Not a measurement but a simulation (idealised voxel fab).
Proc. module: voxel self aligned vias
The cross-section shown here is cut; it is 210 nm wide and divided into square cells measuring 5 nm on a side.
The cross-sections in this document take the form of a grid made of square cells. They are written out as bands, in order from top to bottom. Each band consists of one or more rows of cells.
Top height, bottom height, nm. Materials left to right, width each, nm. Single material + "throughout" = fills band edge to edge. "empty" = empty.
All heights in this document are referenced to 0, defined as the level beneath which the wafer, as received, consists entirely of one material. The lowest band is not bounded below; it extends indefinitely downward and is written in the form "0 -> down".
The two numbers in a width such as "30 to 40" mark its ends across the band: the first belongs to the top row of cells, the second to the bottom row, and from each row to the next the width moves by the same amount.
Basically "left unchanged" means that step didn't change any cell in the cross-section.
Each empty space that has no open way to the top and spans at least 8 cells appears under "Fully sealed cavities" as width x height at distance, the distance counted from the left edge, all in nm.
That trailing text on a step's line, after the settings, is the simulator's own remark on the step.
"overlay nm" denotes, for a step that has a mask, the displacement of the mask to the right of its planned place, with negative values corresponding to the left.

Process steps - plan
1. op RECEIVE | material Si
2. op CONFORMAL_DEP | material SiO2 | thk nm 10
3. op CONFORMAL_DEP | material SiCN | thk nm 5
4. op DIRECTIONAL_DEP | material lowk | thk nm 25
5. op MASKED_ETCH | tone open | mask id LINES | width nm 30 | pitch nm 60 | etch materials lowk | depth nm 25 | overlay nm 0
6. op CONFORMAL_DEP | material TiN | thk nm 5
7. op FILL_DEP | material W | thk nm 10
8. op CMP | height nm 40
9. op SELECTIVE_ETCH | etch materials W Ru TiN | depth nm 10
10. op FILL_DEP | material SiN | thk nm 10
11. op CMP | height nm 40
12. op DIRECTIONAL_DEP | material lowk | thk nm 20
13. op MASKED_ETCH | tone open | mask id VIAS | width nm 40 | pitch nm 60 | etch materials lowk | depth nm 20 | overlay nm 0
14. op MASKED_ETCH | tone open | mask id VIAS | width nm 40 | pitch nm 60 | etch materials SiN | depth nm 10 | overlay nm 0
15. op CONFORMAL_DEP | material TiN | thk nm 5
16. op FILL_DEP | material Ru | thk nm 5
17. op CMP | height nm 60
18. op CONFORMAL_DEP | material SiN | thk nm 5

The first of a set of two wafers, run to plan

Cross-section, incoming material, after step 1
    0 -> down = Si throughout
    Fully sealed cavities: none

Presented here is a cross-section of the wafer after step 2 has been performed
    10 -> 0 = SiO2 throughout
    No changes below 0.

Presented here is a cross-section of the wafer after step 3 has been performed
    15 -> 10 = SiCN throughout
    No changes below 10.

Presented here is a cross-section of the wafer after step 4 has been performed
    40 -> 15 = lowk throughout
    No changes below 15.

Presented here is a cross-section of the wafer after step 5 has been performed
    40 -> 15 = lowk: 30, then empty: 30, then lowk: 30, then empty: 30, then lowk: 30, then empty: 30, then lowk: 30
    No changes below 15.

Presented here is a cross-section of the wafer after step 6 has been performed
    45 -> 40 = TiN: 35, then empty: 20, then TiN: 40, then empty: 20, then TiN: 40, then empty: 20, then TiN: 35
    40 -> 20 = lowk: 30, then TiN: 5, then empty: 20, then TiN: 5, then lowk: 30, then TiN: 5, then empty: 20, then TiN: 5, then lowk: 30, then TiN: 5, then empty: 20, then TiN: 5, then lowk: 30
    20 -> 15 = lowk: 30, then TiN: 30, then lowk: 30, then TiN: 30, then lowk: 30, then TiN: 30, then lowk: 30
    No changes below 15.

Presented here is a cross-section of the wafer after step 7 has been performed
    55 -> 45 = W throughout
    45 -> 40 = TiN: 35, then W: 20, then TiN: 40, then W: 20, then TiN: 40, then W: 20, then TiN: 35
    40 -> 20 = lowk: 30, then TiN: 5, then W: 20, then TiN: 5, then lowk: 30, then TiN: 5, then W: 20, then TiN: 5, then lowk: 30, then TiN: 5, then W: 20, then TiN: 5, then lowk: 30
    No changes below 20.

Presented here is a cross-section of the wafer after step 8 has been performed
    40 -> 20 = lowk: 30, then TiN: 5, then W: 20, then TiN: 5, then lowk: 30, then TiN: 5, then W: 20, then TiN: 5, then lowk: 30, then TiN: 5, then W: 20, then TiN: 5, then lowk: 30
    No changes below 20.

Presented here is a cross-section of the wafer after step 9 has been performed
    40 -> 30 = lowk: 30, then empty: 30, then lowk: 30, then empty: 30, then lowk: 30, then empty: 30, then lowk: 30
    No changes below 30.

Presented here is a cross-section of the wafer after step 10 has been performed
    50 -> 40 = SiN throughout
    40 -> 30 = lowk: 30, then SiN: 30, then lowk: 30, then SiN: 30, then lowk: 30, then SiN: 30, then lowk: 30
    No changes below 30.

Presented here is a cross-section of the wafer after step 11 has been performed
    40 -> 30 = lowk: 30, then SiN: 30, then lowk: 30, then SiN: 30, then lowk: 30, then SiN: 30, then lowk: 30
    No changes below 30.

Presented here is a cross-section of the wafer after step 12 has been performed
    60 -> 40 = lowk throughout
    No changes below 40.

Presented here is a cross-section of the wafer after step 13 has been performed
    60 -> 40 = lowk: 25, then empty: 40, then lowk: 20, then empty: 40, then lowk: 20, then empty: 40, then lowk: 25
    No changes below 40.

Presented here is a cross-section of the wafer after step 14 has been performed
    60 -> 40 = lowk: 25, then empty: 40, then lowk: 20, then empty: 40, then lowk: 20, then empty: 40, then lowk: 25
    40 -> 30 = lowk: 30, then empty: 30, then lowk: 30, then empty: 30, then lowk: 30, then empty: 30, then lowk: 30
    No changes below 30.

Presented here is a cross-section of the wafer after step 15 has been performed
    65 -> 60 = TiN: 30, then empty: 30, then TiN: 30, then empty: 30, then TiN: 30, then empty: 30, then TiN: 30
    60 -> 45 = lowk: 25, then TiN: 5, then empty: 30, then TiN: 5, then lowk: 20, then TiN: 5, then empty: 30, then TiN: 5, then lowk: 20, then TiN: 5, then empty: 30, then TiN: 5, then lowk: 25
    45 -> 35 = lowk: 25 to 30, then TiN: 10 to 5, then empty: 20, then TiN: 10 to 5, then lowk: 20 to 30, then TiN: 10 to 5, then empty: 20, then TiN: 10 to 5, then lowk: 20 to 30, then TiN: 10 to 5, then empty: 20, then TiN: 10 to 5, then lowk: 25 to 30
    35 -> 30 = lowk: 30, then TiN: 30, then lowk: 30, then TiN: 30, then lowk: 30, then TiN: 30, then lowk: 30
    No changes below 30.

Presented here is a cross-section of the wafer after step 16 has been performed
    70 -> 65 = Ru throughout
    65 -> 60 = TiN: 30, then Ru: 30, then TiN: 30, then Ru: 30, then TiN: 30, then Ru: 30, then TiN: 30
    60 -> 45 = lowk: 25, then TiN: 5, then Ru: 30, then TiN: 5, then lowk: 20, then TiN: 5, then Ru: 30, then TiN: 5, then lowk: 20, then TiN: 5, then Ru: 30, then TiN: 5, then lowk: 25
    45 -> 35 = lowk: 25 to 30, then TiN: 10 to 5, then Ru: 20, then TiN: 10 to 5, then lowk: 20 to 30, then TiN: 10 to 5, then Ru: 20, then TiN: 10 to 5, then lowk: 20 to 30, then TiN: 10 to 5, then Ru: 20, then TiN: 10 to 5, then lowk: 25 to 30
    No changes below 35.

Presented here is a cross-section of the wafer after step 17 has been performed
    60 -> 45 = lowk: 25, then TiN: 5, then Ru: 30, then TiN: 5, then lowk: 20, then TiN: 5, then Ru: 30, then TiN: 5, then lowk: 20, then TiN: 5, then Ru: 30, then TiN: 5, then lowk: 25
    No changes below 45.

Presented here is a cross-section of the wafer after step 18 has been performed
    65 -> 60 = SiN throughout
    No changes below 60.

Second wafer: same start and same plan as the first, one execution error; identical to the first through step 4

Second wafer cross-section, taken as of the time the plan sets for step 5 to be done
    40 -> 15 = lowk: 35, then empty: 25, then lowk: 35, then empty: 25, then lowk: 35, then empty: 25, then lowk: 30
    No changes below 15.

Second wafer cross-section, taken as of the time the plan sets for step 6 to be done
    45 -> 40 = TiN: 40, then empty: 15, then TiN: 45, then empty: 15, then TiN: 45, then empty: 15, then TiN: 35
    40 -> 20 = lowk: 35, then TiN: 5, then empty: 15, then TiN: 5, then lowk: 35, then TiN: 5, then empty: 15, then TiN: 5, then lowk: 35, then TiN: 5, then empty: 15, then TiN: 5, then lowk: 30
    20 -> 15 = lowk: 35, then TiN: 25, then lowk: 35, then TiN: 25, then lowk: 35, then TiN: 25, then lowk: 30
    No changes below 15.

Second wafer cross-section, taken as of the time the plan sets for step 7 to be done
    55 -> 45 = W throughout
    45 -> 40 = TiN: 40, then W: 15, then TiN: 45, then W: 15, then TiN: 45, then W: 15, then TiN: 35
    40 -> 20 = lowk: 35, then TiN: 5, then W: 15, then TiN: 5, then lowk: 35, then TiN: 5, then W: 15, then TiN: 5, then lowk: 35, then TiN: 5, then W: 15, then TiN: 5, then lowk: 30
    No changes below 20.

Second wafer cross-section, taken as of the time the plan sets for step 8 to be done
    40 -> 20 = lowk: 35, then TiN: 5, then W: 15, then TiN: 5, then lowk: 35, then TiN: 5, then W: 15, then TiN: 5, then lowk: 35, then TiN: 5, then W: 15, then TiN: 5, then lowk: 30
    No changes below 20.

Second wafer cross-section, taken as of the time the plan sets for step 9 to be done
    40 -> 30 = lowk: 35, then empty: 25, then lowk: 35, then empty: 25, then lowk: 35, then empty: 25, then lowk: 30
    No changes below 30.

Second wafer cross-section, taken as of the time the plan sets for step 10 to be done
    50 -> 40 = SiN throughout
    40 -> 30 = lowk: 35, then SiN: 25, then lowk: 35, then SiN: 25, then lowk: 35, then SiN: 25, then lowk: 30
    No changes below 30.

Second wafer cross-section, taken as of the time the plan sets for step 11 to be done
    40 -> 30 = lowk: 35, then SiN: 25, then lowk: 35, then SiN: 25, then lowk: 35, then SiN: 25, then lowk: 30
    No changes below 30.

Second wafer cross-section, taken as of the time the plan sets for step 12 to be done
    60 -> 40 = lowk throughout
    No changes below 40.

Second wafer cross-section, taken as of the time the plan sets for step 13 to be done
    60 -> 40 = lowk: 25, then empty: 40, then lowk: 20, then empty: 40, then lowk: 20, then empty: 40, then lowk: 25
    No changes below 40.

Second wafer cross-section, taken as of the time the plan sets for step 14 to be done
    60 -> 40 = lowk: 25, then empty: 40, then lowk: 20, then empty: 40, then lowk: 20, then empty: 40, then lowk: 25
    40 -> 30 = lowk: 35, then empty: 25, then lowk: 35, then empty: 25, then lowk: 35, then empty: 25, then lowk: 30
    No changes below 30.

Second wafer cross-section, taken as of the time the plan sets for step 15 to be done
    65 -> 60 = TiN: 30, then empty: 30, then TiN: 30, then empty: 30, then TiN: 30, then empty: 30, then TiN: 30
    60 -> 45 = lowk: 25, then TiN: 5, then empty: 30, then TiN: 5, then lowk: 20, then TiN: 5, then empty: 30, then TiN: 5, then lowk: 20, then TiN: 5, then empty: 30, then TiN: 5, then lowk: 25
    45 -> 35 = lowk: 25 to 35, then TiN: 15 to 5, then empty: 15, then TiN: 10 to 5, then lowk: 20 to 35, then TiN: 15 to 5, then empty: 15, then TiN: 10 to 5, then lowk: 20 to 35, then TiN: 15 to 5, then empty: 15, then TiN: 10 to 5, then lowk: 25 to 30
    35 -> 30 = lowk: 35, then TiN: 25, then lowk: 35, then TiN: 25, then lowk: 35, then TiN: 25, then lowk: 30
    No changes below 30.

Second wafer cross-section, taken as of the time the plan sets for step 16 to be done
    70 -> 65 = Ru throughout
    65 -> 60 = TiN: 30, then Ru: 30, then TiN: 30, then Ru: 30, then TiN: 30, then Ru: 30, then TiN: 30
    60 -> 45 = lowk: 25, then TiN: 5, then Ru: 30, then TiN: 5, then lowk: 20, then TiN: 5, then Ru: 30, then TiN: 5, then lowk: 20, then TiN: 5, then Ru: 30, then TiN: 5, then lowk: 25
    45 -> 35 = lowk: 25 to 35, then TiN: 15 to 5, then Ru: 15, then TiN: 10 to 5, then lowk: 20 to 35, then TiN: 15 to 5, then Ru: 15, then TiN: 10 to 5, then lowk: 20 to 35, then TiN: 15 to 5, then Ru: 15, then TiN: 10 to 5, then lowk: 25 to 30
    No changes below 35.

Second wafer cross-section, taken as of the time the plan sets for step 17 to be done
    60 -> 45 = lowk: 25, then TiN: 5, then Ru: 30, then TiN: 5, then lowk: 20, then TiN: 5, then Ru: 30, then TiN: 5, then lowk: 20, then TiN: 5, then Ru: 30, then TiN: 5, then lowk: 25
    No changes below 45.

Second wafer cross-section, taken as of the time the plan sets for step 18 to be done
    65 -> 60 = SiN throughout
    No changes below 60.
Where did the run depart from the plan? step 5: run off-plan, actual operation and settings op MASKED_ETCH | tone open | mask id LINES | width nm 25 | pitch nm 60 | etch materials lowk | depth nm 25 | overlay nm 0
Final difference in cells, second wafer against first, listed per material as more or fewer: -6 Ru | -3 TiN | -6 W | +15 lowk
